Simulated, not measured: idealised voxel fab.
voxel double patterning: a process module
Cross-section cut spans 150 nm and uses square cells 5 nm in size.
Throughout this document, each cross-section is represented as a grid of square cells and is presented as a sequence of bands enumerated from the top downward, where a band comprises one or more rows of cells. The band entry comprises the height of the band's top followed by the height of its bottom, expressed in nm, and subsequently the band's materials from left to right, each stated together with its width in nm. Where a single material is marked with the word "throughout", that material fills the band from edge to edge. The word "empty" represents empty space. The level at which height equals 0 is the one under which the wafer, as it arrives, is entirely one material. No lower edge exists for the bottom band, which continues downward and is notated as in "z 0 and below". Think of "30..40" as a width that walks from the first number to the second as you go down the band, top row to bottom row, taking equal-sized steps from row to row. "no modification" after a step means that no cell of the cross-section changed. Entry "Sealed void listing" = empty spaces >= 8 cells with no open way to the top; each as width x height at distance, distance from left edge, all nm. Past the settings on a step's line: simulator remark, on that step. overlay nm: on a step with a mask, how far right of its planned place the mask lay; negative means left.

# This section lists the process steps that were planned
1: RECEIVE: material Si
2: CONFORMAL_DEP: material SiN, thk nm 5
3: DIRECTIONAL_DEP: material SiO2, thk nm 15
4: DIRECTIONAL_DEP: material SiCN, thk nm 10
5: PATTERN: tone open, mask id FIRST, material resist, width nm 15, pitch nm 50, thk nm 20, overlay nm 0
6: DIRECTIONAL_ETCH: etch materials SiCN, depth nm 10
7: STRIP: etch materials resist
8: MASKED_ETCH: tone open, mask id SECOND, width nm 15, etch materials SiCN, depth nm 10, overlay nm 0
9: DIRECTIONAL_ETCH: etch materials SiO2, depth nm 15
10: STRIP: etch materials SiCN

# The cross-section here shows the wafer as received, i.e. in its state after step 1
    z 0 and below | Si throughout
    Sealed void listing: none

# First wafer of two, sectioned at end of module; run went per plan
    z 20 to 5 | SiO2=40, then empty=15, then SiO2=10, then empty=15, then SiO2=10, then empty=15, then SiO2=45
    z 5 to 0 | SiN throughout
    z 0 and below | Si throughout
    Sealed void listing: none

# Cross-sectional view: second of two wafers, end of module; start and plan identical to the first, one mistake in running
    z 30 to 20 | SiCN=40, then empty=15, then SiCN=10, then empty=15, then SiCN=10, then empty=15, then SiCN=45
    z 20 to 5 | SiO2=40, then empty=15, then SiO2=10, then empty=15, then SiO2=10, then empty=15, then SiO2=45
    z 5 to 0 | SiN throughout
    z 0 and below | Si throughout
    Sealed void listing: none
Deviation noted in wafer processing: step 10 of the plan got skipped, so it never ran
The second wafer ends with more or fewer cells of some materials than the first, per final count: +42 SiCN
